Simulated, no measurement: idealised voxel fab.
process module | voxel released beams
cross-section cut | 270 nm wide | cells 5 nm
A cross-section is a grid of square cells, given in bands from the top down. A band is one or more rows of cells.
Each band's line starts with the height of the band's top and of its bottom, in nm. Then come its materials from left to right, each with its width in nm. One material with "throughout" fills the band from edge to edge. "air" is empty space.
Height 0 is the level under which the wafer as received is all one material. The lowest band goes on downwards, as in "0 down".
A width such as "30 to 40" changes by the same amount from each row of cells to the next, from the band's top row to its bottom row.
"no change" after a step means that no cell of the cross-section changed.
closed voids: empty space of 8 cells or more with no open way to the top, each as width x height at its distance from the left edge, in nm
after a step's settings: what the simulator itself notes on the step
overlay nm, on a step with a mask: how far to the right of its planned place the mask lay; to the left if negative
plan
1 op RECEIVE | material Si
2 op CONFORMAL_DEP | material Al2O3 | thk nm 10
3 op DIRECTIONAL_DEP | material SiO2 | thk nm 15
4 op MASKED_ETCH | tone open | mask id ANCHOR | width nm 30 | etch materials SiO2 | depth nm 15 | overlay nm 0
5 op CONFORMAL_DEP | material polySi | thk nm 10
6 op MASKED_ETCH | tone cover | mask id BEAM | width nm 115 | etch materials polySi | depth nm 10 | overlay nm -15
7 op STRIP | etch materials SiO2
varied across the wafers: overlay nm of step 6. The plan shows the first wafer's value. All wafers start alike
first wafer as received, after step 1
  0 down: Si throughout
  closed voids: none
each wafer at the end: cells of each material gained (+) or lost (-) since it was received, then its closed voids
overlay nm -15 | +108 Al2O3 | +58 polySi | closed voids: none
overlay nm -10 | +108 Al2O3 | +58 polySi | closed voids: none
overlay nm -5 | +108 Al2O3 | +58 polySi | closed voids: none
overlay nm 0 | +108 Al2O3 | +58 polySi | closed voids: none
overlay nm 5 | +108 Al2O3 | +58 polySi | closed voids: none
overlay nm 10 | +108 Al2O3 | +58 polySi | closed voids: none
overlay nm 15 | +108 Al2O3 | +58 polySi | closed voids: none
